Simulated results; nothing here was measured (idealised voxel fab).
Documented hereafter: the process module known as voxel capacitor over wiring.
Pictured: cross-section cut, 195 nm wide, on a grid of 5 nm square cells.
A cross-section is written here as square cells arranged in a grid, and it is given in bands from the top down, each band taking up one or more rows of cells.
The entry gives the band's vertical extent as a top height and a bottom height in nm, then its horizontal make-up as materials from left to right, each with a width in nm. "air" stands for empty space; a single material marked "throughout" fills the band edge to edge.
Height 0 is the level under which the wafer as received is all one material. The lowest band goes on downwards, as in "0..down".
A two-number width, for instance "30 to 40", indicates that the width is equal to the first number in the top row of the band and to the second number in the bottom row, and that it changes by a constant amount per row of cells.
You'll sometimes find "stayed the same" written for a step, and that's the way of saying that nowhere in the cross-section did a cell change during that step.
Under "Enclosed void inventory" you'll find the enclosed gaps, the ones with no way out to the top, that are 8 cells or bigger; each reads width x height at distance, with distance counted from the left edge, everything in nm.
On each step's line, the part that comes after the settings is the simulator's own comment on the step.
overlay nm: how far to the right of its planned place the mask lay on this masked step (negative: to the left).
## List of planned process steps
- 1: RECEIVE: material Si
- 2: CONFORMAL_DEP: material SiO2, thk nm 10
- 3: CONFORMAL_DEP: material SiCN, thk nm 5
- 4: DIRECTIONAL_DEP: material SiO2, thk nm 20
- 5: PATTERN: tone open, mask id METAL_1, material resist, width nm 30, pitch nm 100, thk nm 15, overlay nm 0
- 6: DIRECTIONAL_ETCH: etch materials SiO2, depth nm 20
- 7: DIRECTIONAL_ETCH: etch materials SiCN, depth nm 5
- 8: STRIP: etch materials resist
- 9: CONFORMAL_DEP: material TiN, thk nm 5
- 10: FILL_DEP: material W, thk nm 5
- 11: CMP: height nm 35
- 12: EPI: material Ru, thk nm 5
- 13: FILL_DEP: material SiCN, thk nm 5
- 14: DIRECTIONAL_DEP: material lowk, thk nm 15
- 15: PATTERN: tone open, mask id PLUG_1, material resist, width nm 15, thk nm 15, overlay nm 0
- 16: DIRECTIONAL_ETCH: etch materials lowk, depth nm 15
- 17: DIRECTIONAL_ETCH: etch materials SiCN, depth nm 5
- 18: STRIP: etch materials resist
- 19: EPI: material Ru, thk nm 10
- 20: EPI: material Ru, thk nm 10
- 21: DIRECTIONAL_DEP: material TiN, thk nm 5
- 22: DIRECTIONAL_DEP: material Al2O3, thk nm 5
- 23: DIRECTIONAL_DEP: material TiN, thk nm 10
- 24: PATTERN: tone cover, mask id UPPER_PLATE, material resist, width nm 75, thk nm 20, overlay nm 0
- 25: DIRECTIONAL_ETCH: etch materials TiN, depth nm 10
- 26: DIRECTIONAL_ETCH: etch materials Al2O3, depth nm 5
- 27: STRIP: etch materials resist
- 28: PATTERN: tone cover, mask id LOWER_PLATE, material resist, width nm 85, thk nm 15, overlay nm 0
- 29: DIRECTIONAL_ETCH: etch materials TiN, depth nm 5
- 30: STRIP: etch materials resist
- 31: FILL_DEP: material SiO2, thk nm 20
- 32: CMP: height nm 95
- 33: DIRECTIONAL_DEP: material aC, thk nm 15
- 34: PATTERN: tone open, mask id PLUG_2, material resist, width nm 15, thk nm 30, overlay nm 0
- 35: DIRECTIONAL_ETCH: etch materials aC, depth nm 15
- 36: STRIP: etch materials resist
- 37: DIRECTIONAL_ETCH: etch materials SiO2, depth nm 15
- 38: STRIP: etch materials aC
- 39: CONFORMAL_DEP: material TiN, thk nm 5
- 40: FILL_DEP: material Cu, thk nm 10
- 41: CMP: height nm 95
- 42: CONFORMAL_DEP: material SiCN, thk nm 5
## The first of two wafers, run as planned
## Here's what the wafer looked like in cross-section when it arrived - that's after step 1
* 0..down  Si throughout
* Enclosed void inventory: none
## Wafer after step 2 (cross-section)
* 10..0  SiO2 throughout
* Everything under 0 stays put, no change at all.
## Wafer after step 3 (cross-section)
* 15..10  SiCN throughout
* Everything under 10 stays put, no change at all.
## Wafer after step 4 (cross-section)
* 35..15  SiO2 throughout
* Everything under 15 stays put, no change at all.
## Wafer after step 5 (cross-section)
* 50..35  30 nm resist  30 nm air  70 nm resist  30 nm air  35 nm resist
* Everything under 35 stays put, no change at all.
## Wafer after step 6 (cross-section)
* 50..35  30 nm resist  30 nm air  70 nm resist  30 nm air  35 nm resist
* 35..15  30 nm SiO2  30 nm air  70 nm SiO2  30 nm air  35 nm SiO2
* Everything under 15 stays put, no change at all.
## Wafer after step 7 (cross-section)
* 50..35  30 nm resist  30 nm air  70 nm resist  30 nm air  35 nm resist
* 35..15  30 nm SiO2  30 nm air  70 nm SiO2  30 nm air  35 nm SiO2
* 15..10  30 nm SiCN  30 nm air  70 nm SiCN  30 nm air  35 nm SiCN
* Everything under 10 stays put, no change at all.
## Wafer after step 8 (cross-section)
* 35..15  30 nm SiO2  30 nm air  70 nm SiO2  30 nm air  35 nm SiO2
* Everything under 15 stays put, no change at all.
## Wafer after step 9 (cross-section)
* 40..35  35 nm TiN  20 nm air  80 nm TiN  20 nm air  40 nm TiN
* 35..15  30 nm SiO2  5 nm TiN  20 nm air  5 nm TiN  70 nm SiO2  5 nm TiN  20 nm air  5 nm TiN  35 nm SiO2
* 15..10  30 nm SiCN  30 nm TiN  70 nm SiCN  30 nm TiN  35 nm SiCN
* Everything under 10 stays put, no change at all.
## Wafer after step 10 (cross-section)
* 45..40  W throughout
* 40..35  35 nm TiN  20 nm W  80 nm TiN  20 nm W  40 nm TiN
* 35..15  30 nm SiO2  5 nm TiN  20 nm W  5 nm TiN  70 nm SiO2  5 nm TiN  20 nm W  5 nm TiN  35 nm SiO2
* Everything under 15 stays put, no change at all.
## Wafer after step 11 (cross-section)
* 35..15  30 nm SiO2  5 nm TiN  20 nm W  5 nm TiN  70 nm SiO2  5 nm TiN  20 nm W  5 nm TiN  35 nm SiO2
* Everything under 15 stays put, no change at all.
## Wafer after step 12 (cross-section)
* 40..35  25 nm air  40 nm Ru  60 nm air  40 nm Ru  30 nm air
* Everything under 35 stays put, no change at all.
## Wafer after step 13 (cross-section)
* 45..40  SiCN throughout
* 40..35  25 nm SiCN  40 nm Ru  60 nm SiCN  40 nm Ru  30 nm SiCN
* Everything under 35 stays put, no change at all.
## Wafer after step 14 (cross-section)
* 60..45  lowk throughout
* Everything under 45 stays put, no change at all.
## Wafer after step 15 (cross-section)
* 75..60  45 nm resist  15 nm air  135 nm resist
* Everything under 60 stays put, no change at all.
## Wafer after step 16 (cross-section)
* 75..60  45 nm resist  15 nm air  135 nm resist
* 60..45  45 nm lowk  15 nm air  135 nm lowk
* Everything under 45 stays put, no change at all.
## Wafer after step 17 (cross-section)
* 75..60  45 nm resist  15 nm air  135 nm resist
* 60..45  45 nm lowk  15 nm air  135 nm lowk
* 45..40  45 nm SiCN  15 nm air  135 nm SiCN
* Everything under 40 stays put, no change at all.
## Wafer after step 18 (cross-section)
* 60..45  45 nm lowk  15 nm air  135 nm lowk
* Everything under 45 stays put, no change at all.
## Wafer after step 19 (cross-section)
* 60..50  45 nm lowk  15 nm air  135 nm lowk
* 50..45  45 nm lowk  15 nm Ru  135 nm lowk
* 45..40  45 nm SiCN  15 nm Ru  135 nm SiCN
* Everything under 40 stays put, no change at all.
## Wafer after step 20 (cross-section)
* 60..45  45 nm lowk  15 nm Ru  135 nm lowk
* Everything under 45 stays put, no change at all.
## Wafer after step 21 (cross-section)
* 65..60  TiN throughout
* Everything under 60 stays put, no change at all.
## Wafer after step 22 (cross-section)
* 70..65  Al2O3 throughout
* Everything under 65 stays put, no change at all.
## Wafer after step 23 (cross-section)
* 80..70  TiN throughout
* Everything under 70 stays put, no change at all.
## Wafer after step 24 (cross-section)
* 100..80  45 nm air  75 nm resist  75 nm air
* Everything under 80 stays put, no change at all.
## Wafer after step 25 (cross-section)
* 100..80  45 nm air  75 nm resist  75 nm air
* 80..70  45 nm air  75 nm TiN  75 nm air
* Everything under 70 stays put, no change at all.
## Wafer after step 26 (cross-section)
* 100..80  45 nm air  75 nm resist  75 nm air
* 80..70  45 nm air  75 nm TiN  75 nm air
* 70..65  45 nm air  75 nm Al2O3  75 nm air
* Everything under 65 stays put, no change at all.
## Wafer after step 27 (cross-section)
* 80..70  45 nm air  75 nm TiN  75 nm air
* Everything under 70 stays put, no change at all.
## Wafer after step 28 (cross-section)
* 95..80  40 nm air  85 nm resist  70 nm air
* 80..70  40 nm air  5 nm resist  75 nm TiN  5 nm resist  70 nm air
* 70..65  40 nm air  5 nm resist  75 nm Al2O3  5 nm resist  70 nm air
* Everything under 65 stays put, no change at all.
## Wafer after step 29 (cross-section)
* 95..80  40 nm air  85 nm resist  70 nm air
* 80..70  40 nm air  5 nm resist  75 nm TiN  5 nm resist  70 nm air
* 70..65  40 nm air  5 nm resist  75 nm Al2O3  5 nm resist  70 nm air
* 65..60  40 nm air  85 nm TiN  70 nm air
* Everything under 60 stays put, no change at all.
## Wafer after step 30 (cross-section)
* 80..70  45 nm air  75 nm TiN  75 nm air
* 70..65  45 nm air  75 nm Al2O3  75 nm air
* Everything under 65 stays put, no change at all.
## Wafer after step 31 (cross-section)
* 100..80  SiO2 throughout
* 80..70  45 nm SiO2  75 nm TiN  75 nm SiO2
* 70..65  45 nm SiO2  75 nm Al2O3  75 nm SiO2
* 65..60  40 nm SiO2  85 nm TiN  70 nm SiO2
* Everything under 60 stays put, no change at all.
## Wafer after step 32 (cross-section)
* 95..80  SiO2 throughout
* Everything under 80 stays put, no change at all.
## Wafer after step 33 (cross-section)
* 110..95  aC throughout
* Everything under 95 stays put, no change at all.
## Wafer after step 34 (cross-section)
* 140..110  55 nm resist  15 nm air  125 nm resist
* Everything under 110 stays put, no change at all.
## Wafer after step 35 (cross-section)
* 125..110  55 nm resist  15 nm air  125 nm resist
* 110..95  55 nm aC  15 nm air  125 nm aC
* Everything under 95 stays put, no change at all.
## Wafer after step 36 (cross-section)
* 110..95  55 nm aC  15 nm air  125 nm aC
* Everything under 95 stays put, no change at all.
## Wafer after step 37 (cross-section)
* 110..95  55 nm aC  15 nm air  125 nm aC
* 95..80  55 nm SiO2  15 nm air  125 nm SiO2
* Everything under 80 stays put, no change at all.
## Wafer after step 38 (cross-section)
* 95..80  55 nm SiO2  15 nm air  125 nm SiO2
* Everything under 80 stays put, no change at all.
## Wafer after step 39 (cross-section)
* 100..95  60 nm TiN  5 nm air  130 nm TiN
* 95..85  55 nm SiO2  5 nm TiN  5 nm air  5 nm TiN  125 nm SiO2
* 85..80  55 nm SiO2  15 nm TiN  125 nm SiO2
* Everything under 80 stays put, no change at all.
## Wafer after step 40 (cross-section)
* 110..100  Cu throughout
* 100..95  60 nm TiN  5 nm Cu  130 nm TiN
* 95..85  55 nm SiO2  5 nm TiN  5 nm Cu  5 nm TiN  125 nm SiO2
* Everything under 85 stays put, no change at all.
## Wafer after step 41 (cross-section)
* 95..85  55 nm SiO2  5 nm TiN  5 nm Cu  5 nm TiN  125 nm SiO2
* Everything under 85 stays put, no change at all.
## Wafer after step 42 (cross-section)
* 100..95  SiCN throughout
* Everything under 95 stays put, no change at all.
## Second wafer - shared start and plan with the first - one error in running - same as the first up to step 21 inclusive
## What the second wafer looks like in cross-section when step 22 should have wrapped up
* 75..60  TiN throughout
* Everything under 60 stays put, no change at all.
## What the second wafer looks like in cross-section when step 23 should have wrapped up
* 80..75  Al2O3 throughout
* Everything under 75 stays put, no change at all.
## What the second wafer looks like in cross-section when step 24 should have wrapped up
* 100..80  45 nm air  75 nm resist  75 nm air
* Everything under 80 stays put, no change at all.
What the second wafer looks like in cross-section when step 25 should have wrapped up: stayed the same
## What the second wafer looks like in cross-section when step 26 should have wrapped up
* 100..80  45 nm air  75 nm resist  75 nm air
* 80..75  45 nm air  75 nm Al2O3  75 nm air
* Everything under 75 stays put, no change at all.
## What the second wafer looks like in cross-section when step 27 should have wrapped up
* 80..75  45 nm air  75 nm Al2O3  75 nm air
* Everything under 75 stays put, no change at all.
## What the second wafer looks like in cross-section when step 28 should have wrapped up
* 95..80  40 nm air  85 nm resist  70 nm air
* 80..75  40 nm air  5 nm resist  75 nm Al2O3  5 nm resist  70 nm air
* Everything under 75 stays put, no change at all.
## What the second wafer looks like in cross-section when step 29 should have wrapped up
* 95..80  40 nm air  85 nm resist  70 nm air
* 80..75  40 nm air  5 nm resist  75 nm Al2O3  5 nm resist  70 nm air
* 75..70  40 nm air  85 nm TiN  70 nm air
* Everything under 70 stays put, no change at all.
## What the second wafer looks like in cross-section when step 30 should have wrapped up
* 80..75  45 nm air  75 nm Al2O3  75 nm air
* Everything under 75 stays put, no change at all.
## What the second wafer looks like in cross-section when step 31 should have wrapped up
* 100..80  SiO2 throughout
* 80..75  45 nm SiO2  75 nm Al2O3  75 nm SiO2
* 75..70  40 nm SiO2  85 nm TiN  70 nm SiO2
* Everything under 70 stays put, no change at all.
## What the second wafer looks like in cross-section when step 32 should have wrapped up
* 95..80  SiO2 throughout
* Everything under 80 stays put, no change at all.
## What the second wafer looks like in cross-section when step 33 should have wrapped up
* 110..95  aC throughout
* Everything under 95 stays put, no change at all.
## What the second wafer looks like in cross-section when step 34 should have wrapped up
* 140..110  55 nm resist  15 nm air  125 nm resist
* Everything under 110 stays put, no change at all.
## What the second wafer looks like in cross-section when step 35 should have wrapped up
* 125..110  55 nm resist  15 nm air  125 nm resist
* 110..95  55 nm aC  15 nm air  125 nm aC
* Everything under 95 stays put, no change at all.
## What the second wafer looks like in cross-section when step 36 should have wrapped up
* 110..95  55 nm aC  15 nm air  125 nm aC
* Everything under 95 stays put, no change at all.
## What the second wafer looks like in cross-section when step 37 should have wrapped up
* 110..95  55 nm aC  15 nm air  125 nm aC
* 95..80  55 nm SiO2  15 nm air  125 nm SiO2
* Everything under 80 stays put, no change at all.
## What the second wafer looks like in cross-section when step 38 should have wrapped up
* 95..80  55 nm SiO2  15 nm air  125 nm SiO2
* Everything under 80 stays put, no change at all.
## What the second wafer looks like in cross-section when step 39 should have wrapped up
* 100..95  60 nm TiN  5 nm air  130 nm TiN
* 95..85  55 nm SiO2  5 nm TiN  5 nm air  5 nm TiN  125 nm SiO2
* 85..80  55 nm SiO2  15 nm TiN  125 nm SiO2
* Everything under 80 stays put, no change at all.
## What the second wafer looks like in cross-section when step 40 should have wrapped up
* 110..100  Cu throughout
* 100..95  60 nm TiN  5 nm Cu  130 nm TiN
* 95..85  55 nm SiO2  5 nm TiN  5 nm Cu  5 nm TiN  125 nm SiO2
* Everything under 85 stays put, no change at all.
## What the second wafer looks like in cross-section when step 41 should have wrapped up
* 95..85  55 nm SiO2  5 nm TiN  5 nm Cu  5 nm TiN  125 nm SiO2
* Everything under 85 stays put, no change at all.
## What the second wafer looks like in cross-section when step 42 should have wrapped up
* 100..95  SiCN throughout
* Everything under 95 stays put, no change at all.
Misprocessing identified: the executed order of steps 22 and 23 is the reverse of that specified in the plan, each step having taken the other's position
In the final state, the cell counts of the second wafer exceed or fall short of those of the first for the following materials: -48 SiO2; +48 TiN
